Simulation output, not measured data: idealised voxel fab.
This section sets out a process module, namely voxel tone inversion.
The cross-section on display is named cut; it measures 255 nm wide, and its cells are 5 nm squares.
For the purposes of this document, a cross-section shall be understood as a grid of square cells, specified as bands listed in top-to-bottom order, each band consisting of one or more rows of cells. Band: top and bottom heights (nm) first, top before bottom; then materials from left to right, widths in nm. "edge to edge" marks a sole material filling the band edge to edge. "air" denotes empty space. All heights in this document are referenced to 0, defined as the level beneath which the wafer, as received, consists entirely of one material. The lowest band is not bounded below; it extends indefinitely downward and is written in the form "z 0 and below". With a width like "30..40", each row of cells in the band differs from the next by the same amount, the top row carrying the first number and the bottom row the second. "same as before", as given for a step, is the statement that not any cell of the cross-section underwent a change during that step. Look at "Enclosed cavities" for the closed voids: empty spaces with no open path to the top, sized 8 cells or up. Each is width x height at distance, distance from the left edge, all nm. That trailing text on a step's line, after the settings, is the simulator's own remark on the step. The "overlay nm" setting may appear on a step's line; for a step that uses a mask, it gives how far to the right of its planned position the mask lay, and a negative value indicates the left.
Process steps (planned):
1 RECEIVE (material Si)
2 CONFORMAL_DEP (material SiN; thk nm 5)
3 DIRECTIONAL_DEP (material polySi; thk nm 20)
4 PATTERN (tone cover; mask id POSTS; material resist; width nm 20; pitch nm 40; thk nm 30; overlay nm 0)
5 DIRECTIONAL_ETCH (etch materials polySi; depth nm 20)
6 STRIP (etch materials resist)
7 FILL_DEP (material lowk; thk nm 5)
8 CMP (height nm 25)
9 STRIP (etch materials polySi)
10 CONFORMAL_DEP (material TiN; thk nm 5)
11 FILL_DEP (material Cu; thk nm 5)
12 CMP (height nm 25)
13 CONFORMAL_DEP (material SiN; thk nm 5)
Cross-section of the wafer as it came to us, i.e., already through step 1:
  z 0 and below = Si edge to edge
  Enclosed cavities: none
Post-module cross-section: identical start and plan to those above, one misstep in execution:
  z 30 to 25 = SiN edge to edge
  z 25 to 10 = lowk (45) | TiN (5) | Cu (10) | TiN (5) | lowk (20) | TiN (5) | Cu (10) | TiN (5) | lowk (20) | TiN (5) | Cu (10) | TiN (5) | lowk (20) | TiN (5) | Cu (10) | TiN (5) | lowk (70)
  z 10 to 5 = lowk (45) | TiN (20) | lowk (20) | TiN (20) | lowk (20) | TiN (20) | lowk (20) | TiN (20) | lowk (70)
  z 5 to 0 = SiN edge to edge
  z 0 and below = Si edge to edge
  Enclosed cavities: none
Short version of what went wrong: step 4 off recipe, ran as PATTERN (tone cover; mask id POSTS; material resist; width nm 20; pitch nm 40; thk nm 30; overlay nm -10)
